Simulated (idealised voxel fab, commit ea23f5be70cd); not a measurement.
This section sets out a process module, namely voxel self aligned vias.
It is cross-section cut that appears here, measuring 265 nm in width, its square cells being 5 nm in size.
Cross-section, as written here: a square-cell grid given band by band from the top down, where a band holds one or more rows of cells. Basically the band line says how high the top is and how high the bottom is, in nm, and then what's in it from left to right, every material with its width in nm. Empty space shows up as "air", and if a single material carries "edge to edge" it runs the full band edge to edge. Where do heights start? At 0: under that level the wafer as delivered is made of one material only. And the lowest band has no floor; it just carries on downward, as in "from 0 down". A two-number width, for instance "30 to 40", indicates that the width is equal to the first number in the top row of the band and to the second number in the bottom row, and that it changes by a constant amount per row of cells. When a step is marked "same as before", none of the cells in the cross-section changed during that step. In "Voids, enclosed" the enclosed voids are listed, meaning empty spaces of 8 cells or larger without any opening to the top. The form is width x height at distance, distance from the left edge, units nm. The remark found on a step's line after its settings is issued by the simulator itself and pertains to that step. overlay nm: mask offset rightward from planned place, masked step; negative means leftward offset.
Steps planned for the process
1 RECEIVE, material Si
2 CONFORMAL_DEP, material SiO2, thk nm 15
3 CONFORMAL_DEP, material SiCN, thk nm 5
4 DIRECTIONAL_DEP, material lowk, thk nm 30
5 PATTERN, tone open, mask id LINES, material resist, width nm 20, pitch nm 65, thk nm 20, overlay nm 0
6 DIRECTIONAL_ETCH, etch materials lowk, depth nm 30
7 STRIP, etch materials resist
8 CONFORMAL_DEP, material TiN, thk nm 5
9 FILL_DEP, material W, thk nm 5
10 CMP, height nm 50
11 SELECTIVE_ETCH, etch materials W Ru TiN, depth nm 5
12 FILL_DEP, material SiN, thk nm 10
13 CMP, height nm 50
14 DIRECTIONAL_DEP, material lowk, thk nm 20
15 DIRECTIONAL_DEP, material aC, thk nm 10
16 PATTERN, tone open, mask id VIAS, material resist, width nm 40, pitch nm 65, thk nm 30, overlay nm 0
17 DIRECTIONAL_ETCH, etch materials aC, depth nm 10
18 STRIP, etch materials resist
19 DIRECTIONAL_ETCH, etch materials lowk, depth nm 20
20 DIRECTIONAL_ETCH, etch materials SiN, depth nm 5
21 STRIP, etch materials aC
22 CONFORMAL_DEP, material TiN, thk nm 5
23 FILL_DEP, material W, thk nm 5
24 CMP, height nm 70
25 CONFORMAL_DEP, material SiCN, thk nm 5
So this is the incoming wafer in cross-section - it's already been through step 1
> from 0 down  Si edge to edge
> Voids, enclosed: none
Sectioned view, first of two wafers, at the close of the module, processed as intended in the plan
> from 75 to 70  SiCN edge to edge
> from 70 to 55  80 lowk; 5 TiN; 30 W; 5 TiN; 25 lowk; 5 TiN; 30 W; 5 TiN; 80 lowk
> from 55 to 50  80 lowk; 15 TiN; 10 W; 15 TiN; 25 lowk; 15 TiN; 10 W; 15 TiN; 80 lowk
> from 50 to 45  90 lowk; 20 TiN; 45 lowk; 20 TiN; 90 lowk
> from 45 to 25  90 lowk; 5 TiN; 10 W; 5 TiN; 45 lowk; 5 TiN; 10 W; 5 TiN; 90 lowk
> from 25 to 20  90 lowk; 20 TiN; 45 lowk; 20 TiN; 90 lowk
> from 20 to 15  SiCN edge to edge
> from 15 to 0  SiO2 edge to edge
> from 0 down  Si edge to edge
> Voids, enclosed: none
What the second wafer looks like in cross-section once the module is done. Its start and its plan matched the first wafer's exactly; what differed was one mistake in how it was run
> from 75 to 70  SiCN edge to edge
> from 70 to 55  80 lowk; 5 TiN; 30 W; 5 TiN; 25 lowk; 5 TiN; 30 W; 5 TiN; 80 lowk
> from 55 to 50  80 lowk; 15 TiN; 10 W; 15 TiN; 25 lowk; 15 TiN; 10 W; 15 TiN; 80 lowk
> from 50 to 45  90 lowk; 20 TiN; 45 lowk; 20 TiN; 90 lowk
> from 45 to 25  90 lowk; 5 TiN; 10 W; 5 TiN; 45 lowk; 5 TiN; 10 W; 5 TiN; 90 lowk
> from 25 to 20  90 lowk; 20 TiN; 45 lowk; 20 TiN; 90 lowk
> from 20 to 5  SiO2 edge to edge
> from 5 to 0  SiCN edge to edge
> from 0 down  Si edge to edge
> Voids, enclosed: none
The mistake made against the process plan was this: the executed order of steps 2 and 3 is the reverse of that specified in the plan, each step having taken the other's position
Tallied in cells, the final second wafer holds each material in the same quantity as the first, although not at the same places.
